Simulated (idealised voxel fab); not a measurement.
voxel self aligned vias: a process module
Shown is cross-section cut, with a width of 300 nm and square cells of size 5 nm.
How to read a cross-section here: the picture is a grid of square cells, written as bands going from the top down, and any band can span one or more rows of cells. Heights first: top, then bottom, in nm. Then materials, left to right, each with a width in nm. "all across" on a single material: fills the band edge to edge. "blank": empty space. Height datum 0, below which the as-received substrate wafer is one material. Lowest band open at the bottom, running downward: "top 0, no bottom". The two numbers in a width such as "30 to 40" mark its ends across the band: the first belongs to the top row of cells, the second to the bottom row, and from each row to the next the width moves by the same amount. "changes: none" -> step changed no cross-section cell. Sealed void inventory: empty space of 8 cells or more with no open way to the top, each as width x height at its distance from the left edge, in nm. Past the settings on a step's line: simulator remark, on that step. A step line may carry the setting "overlay nm", which, for steps involving a mask, states the distance by which the mask lay to the right of its intended position; negative values denote displacement to the left.

**Steps planned for the process**
1. RECEIVE: material Si
2. CONFORMAL_DEP: material SiO2, thk nm 10
3. CONFORMAL_DEP: material SiCN, thk nm 5
4. DIRECTIONAL_DEP: material SiO2, thk nm 25
5. DIRECTIONAL_DEP: material aC, thk nm 15
6. PATTERN: tone open, mask id LINES, material resist, width nm 30, pitch nm 60, thk nm 30, overlay nm 0
7. DIRECTIONAL_ETCH: etch materials aC, depth nm 15
8. STRIP: etch materials resist
9. DIRECTIONAL_ETCH: etch materials SiO2, depth nm 25
10. STRIP: etch materials aC
11. CONFORMAL_DEP: material TiN, thk nm 5
12. FILL_DEP: material W, thk nm 5
13. CMP: height nm 40
14. SELECTIVE_ETCH: etch materials W Ru TiN, depth nm 10
15. FILL_DEP: material SiN, thk nm 10
16. CMP: height nm 40
17. DIRECTIONAL_DEP: material SiO2, thk nm 20
18. MASKED_ETCH: tone open, mask id VIAS, width nm 40, pitch nm 120, etch materials SiO2, depth nm 20, overlay nm 0
19. MASKED_ETCH: tone open, mask id VIAS, width nm 40, pitch nm 120, etch materials SiN, depth nm 10, overlay nm 0
20. CONFORMAL_DEP: material TiN, thk nm 5
21. FILL_DEP: material W, thk nm 5
22. CMP: height nm 60
23. CONFORMAL_DEP: material SiN, thk nm 5

**As-received wafer cross-section (after step 1)**
	top 0, no bottom = Si all across
	Sealed void inventory: none

**As-planned run: cross-section of the first of two wafers at end of module**
	top 65, bottom 60 = SiN all across
	top 60, bottom 45 = SiO2 (70) | TiN (5) | W (30) | TiN (5) | SiO2 (80) | TiN (5) | W (30) | TiN (5) | SiO2 (70)
	top 45, bottom 40 = SiO2 (70) | TiN (10) | W (20) | TiN (10) | SiO2 (80) | TiN (10) | W (20) | TiN (10) | SiO2 (70)
	top 40, bottom 35 = SiO2 (75) | TiN (5) | W (20) | TiN (5) | SiO2 (30) | SiN (30) | SiO2 (30) | TiN (5) | W (20) | TiN (5) | SiO2 (75)
	top 35, bottom 30 = SiO2 (75) | TiN (30) | SiO2 (30) | SiN (30) | SiO2 (30) | TiN (30) | SiO2 (75)
	top 30, bottom 20 = SiO2 (75) | TiN (5) | W (20) | TiN (5) | SiO2 (30) | TiN (5) | W (20) | TiN (5) | SiO2 (30) | TiN (5) | W (20) | TiN (5) | SiO2 (75)
	top 20, bottom 15 = SiO2 (75) | TiN (30) | SiO2 (30) | TiN (30) | SiO2 (30) | TiN (30) | SiO2 (75)
	top 15, bottom 10 = SiCN all across
	top 10, bottom 0 = SiO2 all across
	top 0, no bottom = Si all across
	Sealed void inventory: none

**What the second wafer looks like in cross-section once the module is done. Its start and its plan matched the first wafer's exactly; what differed was one mistake in how it was run**
	top 65, bottom 60 = SiN all across
	top 60, bottom 40 = SiO2 (70) | TiN (5) | W (30) | TiN (5) | SiO2 (80) | TiN (5) | W (30) | TiN (5) | SiO2 (70)
	top 40, bottom 35 = SiN (70) | TiN (5) | W (30) | TiN (5) | SiN (80) | TiN (5) | W (30) | TiN (5) | SiN (70)
	top 35, bottom 30 = SiN (70) | TiN (40) | SiN (80) | TiN (40) | SiN (70)
	top 30, bottom 10 = SiO2 (75) | TiN (5) | W (20) | TiN (5) | SiO2 (30) | TiN (5) | W (20) | TiN (5) | SiO2 (30) | TiN (5) | W (20) | TiN (5) | SiO2 (75)
	top 10, bottom 5 = SiO2 (75) | TiN (30) | SiO2 (30) | TiN (30) | SiO2 (30) | TiN (30) | SiO2 (75)
	top 5, bottom 0 = SiCN all across
	top 0, no bottom = Si all across
	Sealed void inventory: none
It is concluded that the wafer was processed incorrectly with respect to the plan, in that step 2 was dropped from the plan's execution and never run
at the end the second wafer has, in cells: 76 more of SiN, 120 fewer of SiO2, 12 more of TiN, 32 more of W
